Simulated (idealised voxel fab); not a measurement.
Proc. module: voxel plated lines
The cross-section shown here is cut; it is 230 nm wide and divided into square cells measuring 5 nm on a side.
Cross-section format: a grid of square cells, given as bands from top to bottom; each band is one or more rows of cells.
This entry defines a band. It first specifies the height of the band's top and the height of its bottom in nm, and then specifies the band's materials from left to right, stating each material with its width in nm. The word "everywhere" identifies a single material that fills the band from edge to edge, while the word "blank" identifies empty space.
We count height from 0. Below that, the starting wafer is all one material. The lowest band never ends at the bottom but goes on down; see "top 0, no bottom" for how that is written.
Think of "30->40" as a width that walks from the first number to the second as you go down the band, top row to bottom row, taking equal-sized steps from row to row.
Reading "remained the same" for a step: not a cell of the cross-section changed in it.
If an empty space has no open way to the top and is at least 8 cells in size, "Tabulated closed voids" lists it, written width x height at distance, where distance is measured from the left edge and every value is in nm.
Anything after a step's settings on that line? It's the simulator's own note about the step.
"overlay nm" on a masked step: distance the mask lay right of its planned place, negative for left.

PROCESS STEPS FORESEEN IN THE PLAN
| 1 | RECEIVE, material Si |
| 2 | CONFORMAL_DEP, material Al2O3, thk nm 5 |
| 3 | DIRECTIONAL_DEP, material TiN, thk nm 5 |
| 4 | PATTERN, tone open, mask id LINES, material resist, width nm 20, pitch nm 50, thk nm 25, overlay nm 0 |
| 5 | EPI, material Ru, thk nm 5 |
| 6 | EPI, material Ru, thk nm 10 |
| 7 | STRIP, etch materials resist |
| 8 | DIRECTIONAL_ETCH, etch materials TiN, depth nm 5 |
| 9 | CONFORMAL_DEP, material SiN, thk nm 5 |

AS-RECEIVED STATE OF THE WAFER IN CROSS-SECTION, EQUIVALENT TO POST-STEP 1
- top 0, no bottom | Si everywhere
- Tabulated closed voids: none

THE MODULE WAS RUN FROM THE START SHOWN ABOVE USING THE PLAN SHOWN ABOVE, BUT ONE MISTAKE WAS MADE DOING IT; THE RESULTING WAFER CROSS-SECTION IS BELOW
- top 40, bottom 35 | 50 nm blank / 30 nm SiN / 20 nm blank / 30 nm SiN / 20 nm blank / 30 nm SiN / 50 nm blank
- top 35, bottom 10 | 50 nm blank / 5 nm SiN / 20 nm Ru / 5 nm SiN / 20 nm blank / 5 nm SiN / 20 nm Ru / 5 nm SiN / 20 nm blank / 5 nm SiN / 20 nm Ru / 5 nm SiN / 50 nm blank
- top 10, bottom 5 | 55 nm SiN / 20 nm TiN / 30 nm SiN / 20 nm TiN / 30 nm SiN / 20 nm TiN / 55 nm SiN
- top 5, bottom 0 | Al2O3 everywhere
- top 0, no bottom | Si everywhere
- Tabulated closed voids: none
In executing the process, a mistake was made relative to the plan: plan step 6 was twice executed
